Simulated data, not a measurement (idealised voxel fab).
Documented hereafter: the process module known as voxel ribs on slabs.
Square cell edge 5 nm, section width 140 nm, ID cut.
Cross-section format: a grid of square cells, given as bands from top to bottom; each band is one or more rows of cells. Band entry format. Leading values: height of top, height of bottom, nm. Remainder: materials in left-to-right order, each with its width in nm. Special words: "edge to edge" on a single material, which then fills the band edge to edge; "air", empty space. We count height from 0. Below that, the starting wafer is all one material. The lowest band never ends at the bottom but goes on down; see "z 0 and below" for how that is written. Width: "30..40" (first number = top row, second number = bottom row, same change from row to row of cells). Take "no alterations made" at face value: in the step it is given for, the cross-section changed in none of its cells. "Closed cavity list": sealed empty spaces, 8 cells or more, no open way to top, listed width x height at distance, with distance from the left edge and width, height and distance in nm. That trailing text on a step's line, after the settings, is the simulator's own remark on the step. The optional step-line setting "overlay nm" applies to steps with a mask and quantifies how far to the right of its planned location the mask lay, a negative value indicating leftward placement.

So here's the lineup of process steps we planned
- 1: op RECEIVE | material Si
- 2: op DIRECTIONAL_DEP | material SiO2 | thk nm 30
- 3: op DIRECTIONAL_DEP | material polySi | thk nm 15
- 4: op DIRECTIONAL_DEP | material aC | thk nm 10
- 5: op PATTERN | tone cover | mask id RIB | material resist | width nm 20 | thk nm 30 | overlay nm 0
- 6: op DIRECTIONAL_ETCH | etch materials aC | depth nm 10
- 7: op STRIP | etch materials resist
- 8: op DIRECTIONAL_ETCH | etch materials polySi | depth nm 5
- 9: op STRIP | etch materials aC
- 10: op MASKED_ETCH | tone cover | mask id SLAB | width nm 60 | etch materials polySi | depth nm 10 | overlay nm 0
- 11: op FILL_DEP | material SiO2 | thk nm 25
- 12: op CMP | height nm 65
- 13: op DIRECTIONAL_DEP | material TiN | thk nm 5
- 14: op DIRECTIONAL_DEP | material aC | thk nm 15
- 15: op PATTERN | tone cover | mask id HEATER | material resist | width nm 30 | thk nm 30 | overlay nm 0
- 16: op DIRECTIONAL_ETCH | etch materials aC | depth nm 15
- 17: op STRIP | etch materials resist
- 18: op DIRECTIONAL_ETCH | etch materials TiN | depth nm 5
- 19: op STRIP | etch materials aC
- 20: op CONFORMAL_DEP | material SiO2 | thk nm 5

Incoming wafer in cross-section (state: after step 1)
z 0 and below: Si edge to edge
Closed cavity list: none

Module complete - cross-section of the first of two wafers, run according to plan
z 75 to 70: air (50); SiO2 (40); air (50)
z 70 to 65: SiO2 (55); TiN (30); SiO2 (55)
z 65 to 45: SiO2 edge to edge
z 45 to 40: SiO2 (60); polySi (20); SiO2 (60)
z 40 to 30: SiO2 (40); polySi (60); SiO2 (40)
z 30 to 0: SiO2 edge to edge
z 0 and below: Si edge to edge
Closed cavity list: none

So this is wafer number two of the two, cut at the end of the module - it started where the first did and had the same plan, we just got one thing wrong running it
z 75 to 70: air (50); SiO2 (40); air (50)
z 70 to 65: SiO2 (55); TiN (30); SiO2 (55)
z 65 to 45: SiO2 edge to edge
z 45 to 40: SiO2 (60); polySi (20); SiO2 (60)
z 40 to 30: SiO2 (45); polySi (55); SiO2 (40)
z 30 to 0: SiO2 edge to edge
z 0 and below: Si edge to edge
Closed cavity list: none
Heads up, the wafer didn't run the way we planned it: note that step 10 departed from the planned setting and was carried out as op MASKED_ETCH | tone cover | mask id SLAB | width nm 55 | etch materials polySi | depth nm 10 | overlay nm 0
at the end the second wafer has, in cells: SiO2 +2, polySi -2
